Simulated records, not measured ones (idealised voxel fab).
Herein follows the process module entitled voxel wiring stack.
It is cross-section cut that appears here, measuring 240 nm in width, its square cells being 5 nm in size.
Square cells in a grid make up a cross-section in this document, and the grid is given as bands, listed from the top down, each one or more rows of cells. Top, bottom (nm), then materials left to right with widths (nm); lone material tagged "all across" fills the whole band edge to edge; "blank" = empty space. Beneath 0, the wafer as received is one material, and that level is where height counting begins. The lowest band goes on downward without a bottom; it is written like "from 0 down". It should be noted that a width expressed as "30..40" varies in equal increments from row to row of cells within the band, taking the value of the first number at the top row and that of the second number at the bottom row. Take "no change occurred" at face value: in the step it is given for, the cross-section changed in none of its cells. Enclosed voids (no open way to top), threshold 8 cells or more, entry "Encapsulated voids", notation width x height at distance, distance from left edge, nm. Heads up: the bit after the settings on a step's line is the simulator's remark on that step. Steps that use a mask can have "overlay nm" on their line. It says how far the mask sat to the right of where it was meant to be. Negative means to the left.
Planned step list for the process:
- 1: RECEIVE: material Si
- 2: CONFORMAL_DEP: material SiO2, thk nm 15
- 3: DIRECTIONAL_DEP: material TiN, thk nm 5
- 4: DIRECTIONAL_DEP: material W, thk nm 20
- 5: PATTERN: tone cover, mask id METAL_1, material resist, width nm 25, pitch nm 45, thk nm 15, overlay nm 0
- 6: DIRECTIONAL_ETCH: etch materials W, depth nm 20
- 7: DIRECTIONAL_ETCH: etch materials TiN, depth nm 5
- 8: STRIP: etch materials resist
- 9: FILL_DEP: material SiO2, thk nm 10
- 10: CMP: height nm 40
- 11: CONFORMAL_DEP: material SiCN, thk nm 5
- 12: DIRECTIONAL_DEP: material SiO2, thk nm 25
- 13: MASKED_ETCH: tone open, mask id METAL_2_HOLES, width nm 15, pitch nm 90, etch materials SiO2, depth nm 25, overlay nm 0
- 14: PATTERN: tone open, mask id METAL_2, material resist, width nm 25, pitch nm 45, thk nm 15, overlay nm -15
- 15: DIRECTIONAL_ETCH: etch materials SiO2, depth nm 15
- 16: DIRECTIONAL_ETCH: etch materials SiCN, depth nm 5
- 17: STRIP: etch materials resist
- 18: CONFORMAL_DEP: material TiN, thk nm 5
- 19: FILL_DEP: material Cu, thk nm 10
- 20: CMP: height nm 70
- 21: CONFORMAL_DEP: material SiCN, thk nm 5
- 22: DIRECTIONAL_DEP: material SiO2, thk nm 35
- 23: DIRECTIONAL_DEP: material aC, thk nm 15
- 24: PATTERN: tone open, mask id METAL_3, material resist, width nm 25, pitch nm 45, thk nm 35, overlay nm 0
- 25: DIRECTIONAL_ETCH: etch materials aC, depth nm 15
- 26: STRIP: etch materials resist
- 27: DIRECTIONAL_ETCH: etch materials SiO2, depth nm 20
- 28: STRIP: etch materials aC
- 29: PATTERN: tone open, mask id METAL_3_HOLES, material resist, width nm 15, pitch nm 90, thk nm 20, overlay nm 0
- 30: DIRECTIONAL_ETCH: etch materials SiO2, depth nm 15
- 31: DIRECTIONAL_ETCH: etch materials SiCN, depth nm 5
- 32: STRIP: etch materials resist
- 33: CONFORMAL_DEP: material TiN, thk nm 5
- 34: FILL_DEP: material Ru, thk nm 10
- 35: CMP: height nm 110
- 36: CONFORMAL_DEP: material SiCN, thk nm 5
- 37: DIRECTIONAL_DEP: material SiO2, thk nm 25
- 38: DIRECTIONAL_DEP: material aC, thk nm 15
- 39: PATTERN: tone open, mask id METAL_4, material resist, width nm 25, pitch nm 45, thk nm 30, overlay nm 0
- 40: DIRECTIONAL_ETCH: etch materials aC, depth nm 15
- 41: STRIP: etch materials resist
- 42: DIRECTIONAL_ETCH: etch materials SiO2, depth nm 15
- 43: STRIP: etch materials aC
- 44: PATTERN: tone open, mask id METAL_4_HOLES, material resist, width nm 15, pitch nm 90, thk nm 20, overlay nm 0
- 45: DIRECTIONAL_ETCH: etch materials SiO2, depth nm 10
- 46: DIRECTIONAL_ETCH: etch materials SiCN, depth nm 5
- 47: STRIP: etch materials resist
- 48: CONFORMAL_DEP: material TiN, thk nm 5
- 49: FILL_DEP: material Cu, thk nm 10
- 50: CMP: height nm 140
- 51: CONFORMAL_DEP: material SiN, thk nm 5
Where the wafers of this document differ is in the overlay nm of step 14; they start out the same, and the plan states the value that applied to the first wafer.
So this is the first of several wafers, cross-sectioned as it came to us, meaning it's at the end of step 1:
    from 0 down = Si all across
    Encapsulated voids: none
Each row below is a wafer at the end of the module, listing for every material the number of cells it has gained (+) or lost (-) since it was received, followed by its closed voids:
overlay nm -15, +50 Cu, +35 Ru, +128 SiCN, +48 SiN, +927 SiO2, +144 TiN, +60 W, Encapsulated voids: none
overlay nm -10, +48 Cu, +35 Ru, +126 SiCN, +48 SiN, +933 SiO2, +142 TiN, +60 W, Encapsulated voids: none
overlay nm -5, +48 Cu, +35 Ru, +126 SiCN, +48 SiN, +933 SiO2, +142 TiN, +60 W, Encapsulated voids: none
overlay nm 0, +48 Cu, +35 Ru, +126 SiCN, +48 SiN, +933 SiO2, +142 TiN, +60 W, Encapsulated voids: none
overlay nm 5, +50 Cu, +35 Ru, +128 SiCN, +48 SiN, +927 SiO2, +144 TiN, +60 W, Encapsulated voids: none
overlay nm 10, +54 Cu, +35 Ru, +130 SiCN, +48 SiN, +921 SiO2, +144 TiN, +60 W, Encapsulated voids: none
overlay nm 15, +58 Cu, +35 Ru, +132 SiCN, +48 SiN, +915 SiO2, +144 TiN, +60 W, Encapsulated voids: none
